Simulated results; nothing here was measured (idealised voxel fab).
The process module presented herein is designated voxel wiring stack.
Cross-section cut: width 250 nm, square cells of 5 nm.
Square cells in a grid make up a cross-section in this document, and the grid is given as bands, listed from the top down, each one or more rows of cells. Each band's line starts with the height of the band's top and of its bottom, in nm. Then come its materials from left to right, each with its width in nm. One material with "throughout" fills the band from edge to edge. "air" is empty space. Measure heights from 0. That's the level where, below it, the as-received wafer is all one material. The lowest band is bottomless and extends downward; write it as in "z 0 and below". The two numbers in a width such as "30->40" mark its ends across the band: the first belongs to the top row of cells, the second to the bottom row, and from each row to the next the width moves by the same amount. When a step is marked "stayed the same", none of the cells in the cross-section changed during that step. Enclosed voids (no open way to top), threshold 8 cells or more, entry "Fully closed voids", notation width x height at distance, distance from left edge, nm. If you see something after the settings on a step's line, that's the simulator's own remark about that step. The line of a step may include "overlay nm". On a step with a mask, this value is how far to the right of its planned place the mask lay. A negative value means the mask lay to the left.

# Steps planned for the process
1 RECEIVE (material Si)
2 CONFORMAL_DEP (material SiO2; thk nm 10)
3 DIRECTIONAL_DEP (material TiN; thk nm 5)
4 DIRECTIONAL_DEP (material W; thk nm 15)
5 DIRECTIONAL_DEP (material aC; thk nm 10)
6 PATTERN (tone cover; mask id METAL_1; material resist; width nm 30; pitch nm 50; thk nm 25; overlay nm 0)
7 DIRECTIONAL_ETCH (etch materials aC; depth nm 10)
8 STRIP (etch materials resist)
9 DIRECTIONAL_ETCH (etch materials W; depth nm 15)
10 DIRECTIONAL_ETCH (etch materials TiN; depth nm 5)
11 STRIP (etch materials aC)
12 FILL_DEP (material lowk; thk nm 5)
13 CMP (height nm 30)
14 CONFORMAL_DEP (material SiCN; thk nm 5)
15 DIRECTIONAL_DEP (material lowk; thk nm 25)
16 DIRECTIONAL_DEP (material aC; thk nm 10)
17 PATTERN (tone open; mask id METAL_2; material resist; width nm 30; pitch nm 50; thk nm 25; overlay nm 0)
18 DIRECTIONAL_ETCH (etch materials aC; depth nm 10)
19 STRIP (etch materials resist)
20 DIRECTIONAL_ETCH (etch materials lowk; depth nm 15)
21 STRIP (etch materials aC)
22 MASKED_ETCH (tone open; mask id METAL_2_HOLES; width nm 15; pitch nm 50; etch materials lowk; depth nm 10; overlay nm 0)
23 MASKED_ETCH (tone open; mask id METAL_2_HOLES; width nm 15; pitch nm 50; etch materials SiCN; depth nm 5; overlay nm 0)
24 CONFORMAL_DEP (material TiN; thk nm 5)
25 FILL_DEP (material Cu; thk nm 10)
26 CMP (height nm 60)
27 CONFORMAL_DEP (material SiCN; thk nm 5)
28 DIRECTIONAL_DEP (material SiO2; thk nm 15)
29 PATTERN (tone open; mask id PLUG_2; material resist; width nm 15; pitch nm 50; thk nm 15; overlay nm 0)
30 DIRECTIONAL_ETCH (etch materials SiO2; depth nm 15)
31 DIRECTIONAL_ETCH (etch materials SiCN; depth nm 5)
32 STRIP (etch materials resist)
33 EPI (material Ru; thk nm 10)
34 EPI (material Ru; thk nm 10)
35 DIRECTIONAL_DEP (material TiN; thk nm 5)
36 DIRECTIONAL_DEP (material Ru; thk nm 25)
37 MASKED_ETCH (tone cover; mask id METAL_3; width nm 30; pitch nm 50; etch materials Ru; depth nm 25; overlay nm 0)
38 MASKED_ETCH (tone cover; mask id METAL_3; width nm 30; pitch nm 50; etch materials TiN; depth nm 5; overlay nm 0)
39 CONFORMAL_DEP (material SiCN; thk nm 5)
40 FILL_DEP (material lowk; thk nm 5)
41 CMP (height nm 110)
42 CONFORMAL_DEP (material SiCN; thk nm 5)

# Account of the first of two wafers, which was processed as intended

# Cross-sectional view of the wafer in its as-received condition, corresponding to the state after step 1
z 0 and below = Si throughout
Fully closed voids: none

# Step 2 complete: cross-section through the wafer
z 10 to 0 = SiO2 throughout
Unchanged below 0.

# Step 3 complete: cross-section through the wafer
z 15 to 10 = TiN throughout
Unchanged below 10.

# Step 4 complete: cross-section through the wafer
z 30 to 15 = W throughout
Unchanged below 15.

# Step 5 complete: cross-section through the wafer
z 40 to 30 = aC throughout
Unchanged below 30.

# Step 6 complete: cross-section through the wafer
z 65 to 40 = 60 air, then 30 resist, then 20 air, then 30 resist, then 20 air, then 30 resist, then 60 air
Unchanged below 40.

# Step 7 complete: cross-section through the wafer
z 55 to 40 = 60 air, then 30 resist, then 20 air, then 30 resist, then 20 air, then 30 resist, then 60 air
z 40 to 30 = 60 air, then 30 aC, then 20 air, then 30 aC, then 20 air, then 30 aC, then 60 air
Unchanged below 30.

# Step 8 complete: cross-section through the wafer
z 40 to 30 = 60 air, then 30 aC, then 20 air, then 30 aC, then 20 air, then 30 aC, then 60 air
Unchanged below 30.

# Step 9 complete: cross-section through the wafer
z 40 to 30 = 60 air, then 30 aC, then 20 air, then 30 aC, then 20 air, then 30 aC, then 60 air
z 30 to 15 = 60 air, then 30 W, then 20 air, then 30 W, then 20 air, then 30 W, then 60 air
Unchanged below 15.

# Step 10 complete: cross-section through the wafer
z 40 to 30 = 60 air, then 30 aC, then 20 air, then 30 aC, then 20 air, then 30 aC, then 60 air
z 30 to 15 = 60 air, then 30 W, then 20 air, then 30 W, then 20 air, then 30 W, then 60 air
z 15 to 10 = 60 air, then 30 TiN, then 20 air, then 30 TiN, then 20 air, then 30 TiN, then 60 air
Unchanged below 10.

# Step 11 complete: cross-section through the wafer
z 30 to 15 = 60 air, then 30 W, then 20 air, then 30 W, then 20 air, then 30 W, then 60 air
Unchanged below 15.

# Step 12 complete: cross-section through the wafer
z 35 to 30 = lowk throughout
z 30 to 15 = 60 lowk, then 30 W, then 20 lowk, then 30 W, then 20 lowk, then 30 W, then 60 lowk
z 15 to 10 = 60 lowk, then 30 TiN, then 20 lowk, then 30 TiN, then 20 lowk, then 30 TiN, then 60 lowk
Unchanged below 10.

# Step 13 complete: cross-section through the wafer
z 30 to 15 = 60 lowk, then 30 W, then 20 lowk, then 30 W, then 20 lowk, then 30 W, then 60 lowk
Unchanged below 15.

# Step 14 complete: cross-section through the wafer
z 35 to 30 = SiCN throughout
Unchanged below 30.

# Step 15 complete: cross-section through the wafer
z 60 to 35 = lowk throughout
Unchanged below 35.

# Step 16 complete: cross-section through the wafer
z 70 to 60 = aC throughout
Unchanged below 60.

# Step 17 complete: cross-section through the wafer
z 95 to 70 = 60 resist, then 30 air, then 20 resist, then 30 air, then 20 resist, then 30 air, then 60 resist
Unchanged below 70.

# Step 18 complete: cross-section through the wafer
z 85 to 70 = 60 resist, then 30 air, then 20 resist, then 30 air, then 20 resist, then 30 air, then 60 resist
z 70 to 60 = 60 aC, then 30 air, then 20 aC, then 30 air, then 20 aC, then 30 air, then 60 aC
Unchanged below 60.

# Step 19 complete: cross-section through the wafer
z 70 to 60 = 60 aC, then 30 air, then 20 aC, then 30 air, then 20 aC, then 30 air, then 60 aC
Unchanged below 60.

# Step 20 complete: cross-section through the wafer
z 70 to 60 = 60 aC, then 30 air, then 20 aC, then 30 air, then 20 aC, then 30 air, then 60 aC
z 60 to 45 = 60 lowk, then 30 air, then 20 lowk, then 30 air, then 20 lowk, then 30 air, then 60 lowk
Unchanged below 45.

# Step 21 complete: cross-section through the wafer
z 60 to 45 = 60 lowk, then 30 air, then 20 lowk, then 30 air, then 20 lowk, then 30 air, then 60 lowk
Unchanged below 45.

# Step 22 complete: cross-section through the wafer
z 60 to 45 = 60 lowk, then 30 air, then 20 lowk, then 30 air, then 20 lowk, then 30 air, then 60 lowk
z 45 to 35 = 60 lowk, then 15 air, then 35 lowk, then 15 air, then 35 lowk, then 15 air, then 75 lowk
Unchanged below 35.

# Step 23 complete: cross-section through the wafer
z 60 to 45 = 60 lowk, then 30 air, then 20 lowk, then 30 air, then 20 lowk, then 30 air, then 60 lowk
z 45 to 35 = 60 lowk, then 15 air, then 35 lowk, then 15 air, then 35 lowk, then 15 air, then 75 lowk
z 35 to 30 = 60 SiCN, then 15 air, then 35 SiCN, then 15 air, then 35 SiCN, then 15 air, then 75 SiCN
Unchanged below 30.

# Step 24 complete: cross-section through the wafer
z 65 to 60 = 65 TiN, then 20 air, then 30 TiN, then 20 air, then 30 TiN, then 20 air, then 65 TiN
z 60 to 50 = 60 lowk, then 5 TiN, then 20 air, then 5 TiN, then 20 lowk, then 5 TiN, then 20 air, then 5 TiN, then 20 lowk, then 5 TiN, then 20 air, then 5 TiN, then 60 lowk
z 50 to 45 = 60 lowk, then 5 TiN, then 5 air, then 20 TiN, then 20 lowk, then 5 TiN, then 5 air, then 20 TiN, then 20 lowk, then 5 TiN, then 5 air, then 20 TiN, then 60 lowk
z 45 to 35 = 60 lowk, then 5 TiN, then 5 air, then 5 TiN, then 35 lowk, then 5 TiN, then 5 air, then 5 TiN, then 35 lowk, then 5 TiN, then 5 air, then 5 TiN, then 75 lowk
z 35 to 30 = 60 SiCN, then 15 TiN, then 35 SiCN, then 15 TiN, then 35 SiCN, then 15 TiN, then 75 SiCN
Unchanged below 30.

# Step 25 complete: cross-section through the wafer
z 75 to 65 = Cu throughout
z 65 to 60 = 65 TiN, then 20 Cu, then 30 TiN, then 20 Cu, then 30 TiN, then 20 Cu, then 65 TiN
z 60 to 50 = 60 lowk, then 5 TiN, then 20 Cu, then 5 TiN, then 20 lowk, then 5 TiN, then 20 Cu, then 5 TiN, then 20 lowk, then 5 TiN, then 20 Cu, then 5 TiN, then 60 lowk
z 50 to 45 = 60 lowk, then 5 TiN, then 5 Cu, then 20 TiN, then 20 lowk, then 5 TiN, then 5 Cu, then 20 TiN, then 20 lowk, then 5 TiN, then 5 Cu, then 20 TiN, then 60 lowk
z 45 to 35 = 60 lowk, then 5 TiN, then 5 Cu, then 5 TiN, then 35 lowk, then 5 TiN, then 5 Cu, then 5 TiN, then 35 lowk, then 5 TiN, then 5 Cu, then 5 TiN, then 75 lowk
Unchanged below 35.

# Step 26 complete: cross-section through the wafer
z 60 to 50 = 60 lowk, then 5 TiN, then 20 Cu, then 5 TiN, then 20 lowk, then 5 TiN, then 20 Cu, then 5 TiN, then 20 lowk, then 5 TiN, then 20 Cu, then 5 TiN, then 60 lowk
Unchanged below 50.

# Step 27 complete: cross-section through the wafer
z 65 to 60 = SiCN throughout
Unchanged below 60.

# Step 28 complete: cross-section through the wafer
z 80 to 65 = SiO2 throughout
Unchanged below 65.

# Step 29 complete: cross-section through the wafer
z 95 to 80 = 60 resist, then 15 air, then 35 resist, then 15 air, then 35 resist, then 15 air, then 75 resist
Unchanged below 80.

# Step 30 complete: cross-section through the wafer
z 95 to 80 = 60 resist, then 15 air, then 35 resist, then 15 air, then 35 resist, then 15 air, then 75 resist
z 80 to 65 = 60 SiO2, then 15 air, then 35 SiO2, then 15 air, then 35 SiO2, then 15 air, then 75 SiO2
Unchanged below 65.

# Step 31 complete: cross-section through the wafer
z 95 to 80 = 60 resist, then 15 air, then 35 resist, then 15 air, then 35 resist, then 15 air, then 75 resist
z 80 to 65 = 60 SiO2, then 15 air, then 35 SiO2, then 15 air, then 35 SiO2, then 15 air, then 75 SiO2
z 65 to 60 = 60 SiCN, then 15 air, then 35 SiCN, then 15 air, then 35 SiCN, then 15 air, then 75 SiCN
Unchanged below 60.

# Step 32 complete: cross-section through the wafer
z 80 to 65 = 60 SiO2, then 15 air, then 35 SiO2, then 15 air, then 35 SiO2, then 15 air, then 75 SiO2
Unchanged below 65.

# Step 33 complete: cross-section through the wafer
z 80 to 70 = 60 SiO2, then 15 air, then 35 SiO2, then 15 air, then 35 SiO2, then 15 air, then 75 SiO2
z 70 to 65 = 60 SiO2, then 15 Ru, then 35 SiO2, then 15 Ru, then 35 SiO2, then 15 Ru, then 75 SiO2
z 65 to 60 = 60 SiCN, then 15 Ru, then 35 SiCN, then 15 Ru, then 35 SiCN, then 15 Ru, then 75 SiCN
Unchanged below 60.

# Step 34 complete: cross-section through the wafer
z 80 to 65 = 60 SiO2, then 15 Ru, then 35 SiO2, then 15 Ru, then 35 SiO2, then 15 Ru, then 75 SiO2
Unchanged below 65.

# Step 35 complete: cross-section through the wafer
z 85 to 80 = TiN throughout
Unchanged below 80.

# Step 36 complete: cross-section through the wafer
z 110 to 85 = Ru throughout
Unchanged below 85.

# Step 37 complete: cross-section through the wafer
z 110 to 85 = 60 air, then 30 Ru, then 20 air, then 30 Ru, then 20 air, then 30 Ru, then 60 air
Unchanged below 85.

# Step 38 complete: cross-section through the wafer
z 110 to 85 = 60 air, then 30 Ru, then 20 air, then 30 Ru, then 20 air, then 30 Ru, then 60 air
z 85 to 80 = 60 air, then 30 TiN, then 20 air, then 30 TiN, then 20 air, then 30 TiN, then 60 air
Unchanged below 80.

# Step 39 complete: cross-section through the wafer
z 115 to 110 = 55 air, then 40 SiCN, then 10 air, then 40 SiCN, then 10 air, then 40 SiCN, then 55 air
z 110 to 85 = 55 air, then 5 SiCN, then 30 Ru, then 5 SiCN, then 10 air, then 5 SiCN, then 30 Ru, then 5 SiCN, then 10 air, then 5 SiCN, then 30 Ru, then 5 SiCN, then 55 air
z 85 to 80 = 60 SiCN, then 30 TiN, then 20 SiCN, then 30 TiN, then 20 SiCN, then 30 TiN, then 60 SiCN
Unchanged below 80.

# Step 40 complete: cross-section through the wafer
z 120 to 115 = lowk throughout
z 115 to 110 = 55 lowk, then 40 SiCN, then 10 lowk, then 40 SiCN, then 10 lowk, then 40 SiCN, then 55 lowk
z 110 to 85 = 55 lowk, then 5 SiCN, then 30 Ru, then 5 SiCN, then 10 lowk, then 5 SiCN, then 30 Ru, then 5 SiCN, then 10 lowk, then 5 SiCN, then 30 Ru, then 5 SiCN, then 55 lowk
Unchanged below 85.

# Step 41 complete: cross-section through the wafer
z 110 to 85 = 55 lowk, then 5 SiCN, then 30 Ru, then 5 SiCN, then 10 lowk, then 5 SiCN, then 30 Ru, then 5 SiCN, then 10 lowk, then 5 SiCN, then 30 Ru, then 5 SiCN, then 55 lowk
Unchanged below 85.

# Step 42 complete: cross-section through the wafer
z 115 to 110 = SiCN throughout
Unchanged below 110.

# Companion wafer, the second of two: same beginning, same intended sequence, one mistake in carrying it out; through step 28 inclusive it tracks the first exactly

# Second wafer profile in section, at the moment step 29 of the plan was meant to be complete
z 95 to 80 = 55 resist, then 15 air, then 35 resist, then 15 air, then 35 resist, then 15 air, then 80 resist
Unchanged below 80.

# Second wafer profile in section, at the moment step 30 of the plan was meant to be complete
z 95 to 80 = 55 resist, then 15 air, then 35 resist, then 15 air, then 35 resist, then 15 air, then 80 resist
z 80 to 65 = 55 SiO2, then 15 air, then 35 SiO2, then 15 air, then 35 SiO2, then 15 air, then 80 SiO2
Unchanged below 65.

# Second wafer profile in section, at the moment step 31 of the plan was meant to be complete
z 95 to 80 = 55 resist, then 15 air, then 35 resist, then 15 air, then 35 resist, then 15 air, then 80 resist
z 80 to 65 = 55 SiO2, then 15 air, then 35 SiO2, then 15 air, then 35 SiO2, then 15 air, then 80 SiO2
z 65 to 60 = 55 SiCN, then 15 air, then 35 SiCN, then 15 air, then 35 SiCN, then 15 air, then 80 SiCN
Unchanged below 60.

# Second wafer profile in section, at the moment step 32 of the plan was meant to be complete
z 80 to 65 = 55 SiO2, then 15 air, then 35 SiO2, then 15 air, then 35 SiO2, then 15 air, then 80 SiO2
Unchanged below 65.

# Second wafer profile in section, at the moment step 33 of the plan was meant to be complete
z 80 to 70 = 55 SiO2, then 15 air, then 35 SiO2, then 15 air, then 35 SiO2, then 15 air, then 80 SiO2
z 70 to 65 = 55 SiO2, then 15 Ru, then 35 SiO2, then 15 Ru, then 35 SiO2, then 15 Ru, then 80 SiO2
z 65 to 60 = 55 SiCN, then 15 Ru, then 35 SiCN, then 15 Ru, then 35 SiCN, then 15 Ru, then 80 SiCN
Unchanged below 60.

# Second wafer profile in section, at the moment step 34 of the plan was meant to be complete
z 80 to 65 = 55 SiO2, then 15 Ru, then 35 SiO2, then 15 Ru, then 35 SiO2, then 15 Ru, then 80 SiO2
Unchanged below 65.

# Second wafer profile in section, at the moment step 35 of the plan was meant to be complete
z 85 to 80 = TiN throughout
Unchanged below 80.

# Second wafer profile in section, at the moment step 36 of the plan was meant to be complete
z 110 to 85 = Ru throughout
Unchanged below 85.

# Second wafer profile in section, at the moment step 37 of the plan was meant to be complete
z 110 to 85 = 60 air, then 30 Ru, then 20 air, then 30 Ru, then 20 air, then 30 Ru, then 60 air
Unchanged below 85.

# Second wafer profile in section, at the moment step 38 of the plan was meant to be complete
z 110 to 85 = 60 air, then 30 Ru, then 20 air, then 30 Ru, then 20 air, then 30 Ru, then 60 air
z 85 to 80 = 60 air, then 30 TiN, then 20 air, then 30 TiN, then 20 air, then 30 TiN, then 60 air
Unchanged below 80.

# Second wafer profile in section, at the moment step 39 of the plan was meant to be complete
z 115 to 110 = 55 air, then 40 SiCN, then 10 air, then 40 SiCN, then 10 air, then 40 SiCN, then 55 air
z 110 to 85 = 55 air, then 5 SiCN, then 30 Ru, then 5 SiCN, then 10 air, then 5 SiCN, then 30 Ru, then 5 SiCN, then 10 air, then 5 SiCN, then 30 Ru, then 5 SiCN, then 55 air
z 85 to 80 = 60 SiCN, then 30 TiN, then 20 SiCN, then 30 TiN, then 20 SiCN, then 30 TiN, then 60 SiCN
Unchanged below 80.

# Second wafer profile in section, at the moment step 40 of the plan was meant to be complete
z 120 to 115 = lowk throughout
z 115 to 110 = 55 lowk, then 40 SiCN, then 10 lowk, then 40 SiCN, then 10 lowk, then 40 SiCN, then 55 lowk
z 110 to 85 = 55 lowk, then 5 SiCN, then 30 Ru, then 5 SiCN, then 10 lowk, then 5 SiCN, then 30 Ru, then 5 SiCN, then 10 lowk, then 5 SiCN, then 30 Ru, then 5 SiCN, then 55 lowk
Unchanged below 85.

# Second wafer profile in section, at the moment step 41 of the plan was meant to be complete
z 110 to 85 = 55 lowk, then 5 SiCN, then 30 Ru, then 5 SiCN, then 10 lowk, then 5 SiCN, then 30 Ru, then 5 SiCN, then 10 lowk, then 5 SiCN, then 30 Ru, then 5 SiCN, then 55 lowk
Unchanged below 85.

# Second wafer profile in section, at the moment step 42 of the plan was meant to be complete
z 115 to 110 = SiCN throughout
Unchanged below 110.
Heads up, the wafer didn't run the way we planned it: step 29 was not run as planned; what actually ran was PATTERN (tone open; mask id PLUG_2; material resist; width nm 15; pitch nm 50; thk nm 15; overlay nm -5)
At the close, every material occupies the same number of cells on the second wafer as on the first, only in different positions.
